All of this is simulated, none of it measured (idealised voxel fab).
Process module in this document: voxel plated lines
Cross-section cut: width 215 nm, square cells of 5 nm.
Cross-section = grid of square cells, listed top down in bands; band = one or more rows.
Quick guide to a band line: top height, bottom height (nm) up front; then every material left to right with its width in nm. Only one material and it's marked "throughout"? Then it fills the band edge to edge. And "blank" just means empty space.
All heights in this document are referenced to 0, defined as the level beneath which the wafer, as received, consists entirely of one material. The lowest band is not bounded below; it extends indefinitely downward and is written in the form "from 0 down".
A width such as "30->40" changes by the same amount from each row of cells to the next, from the band's top row to its bottom row.
"remains unaltered" -> step changed no cross-section cell.
"Sealed void listing": sealed empty spaces, 8 cells or more, no open way to top, listed width x height at distance, with distance from the left edge and width, height and distance in nm.
If you see something after the settings on a step's line, that's the simulator's own remark about that step.
overlay nm: for a step with a mask, the amount by which the mask lay right of where it was planned; a negative amount means left of it.
-- Process steps - plan
1) RECEIVE,material Si
2) CONFORMAL_DEP,material SiN,thk nm 5
3) DIRECTIONAL_DEP,material TiN,thk nm 5
4) PATTERN,tone open,mask id LINES,material resist,width nm 25,pitch nm 55,thk nm 30,overlay nm 0
5) EPI,material Ru,thk nm 5
6) EPI,material Ru,thk nm 5
7) STRIP,etch materials resist
8) DIRECTIONAL_ETCH,etch materials TiN,depth nm 5
9) CONFORMAL_DEP,material SiO2,thk nm 5
The value of thk nm given for step 2 in the plan refers to the first wafer; the wafers vary in this setting and are alike at the start.
-- Step 1 complete: as-received cross-section of the first of several wafers
    from 0 down = Si throughout
    Sealed void listing: none
-- Take a look at the first of several wafers in cross-section: the module is done, and step 9 was its last step
    from 25 to 20 = blank (35), SiO2 (35), blank (20), SiO2 (35), blank (20), SiO2 (35), blank (35)
    from 20 to 10 = blank (35), SiO2 (5), Ru (25), SiO2 (5), blank (20), SiO2 (5), Ru (25), SiO2 (5), blank (20), SiO2 (5), Ru (25), SiO2 (5), blank (35)
    from 10 to 5 = SiO2 (40), TiN (25), SiO2 (30), TiN (25), SiO2 (30), TiN (25), SiO2 (40)
    from 5 to 0 = SiN throughout
    from 0 down = Si throughout
    Sealed void listing: none
-- Last wafer of the set, cross-sectioned at end of module
    from 50 to 45 = blank (35), SiO2 (35), blank (20), SiO2 (35), blank (20), SiO2 (35), blank (35)
    from 45 to 35 = blank (35), SiO2 (5), Ru (25), SiO2 (5), blank (20), SiO2 (5), Ru (25), SiO2 (5), blank (20), SiO2 (5), Ru (25), SiO2 (5), blank (35)
    from 35 to 30 = SiO2 (40), TiN (25), SiO2 (30), TiN (25), SiO2 (30), TiN (25), SiO2 (40)
    from 30 to 0 = SiN throughout
    from 0 down = Si throughout
    Sealed void listing: none
-- Rows = wafers. At module end, each row lists per material the cells gained (+) or lost (-) since the wafer was received, then the closed voids
thk nm 5 | +30 Ru | +43 SiN | +61 SiO2 | +15 TiN | Sealed void listing: none
thk nm 10 | +30 Ru | +86 SiN | +61 SiO2 | +15 TiN | Sealed void listing: none
thk nm 15 | +30 Ru | +129 SiN | +61 SiO2 | +15 TiN | Sealed void listing: none
thk nm 20 | +30 Ru | +172 SiN | +61 SiO2 | +15 TiN | Sealed void listing: none
thk nm 25 | +30 Ru | +215 SiN | +61 SiO2 | +15 TiN | Sealed void listing: none
thk nm 30 | +30 Ru | +258 SiN | +61 SiO2 | +15 TiN | Sealed void listing: none
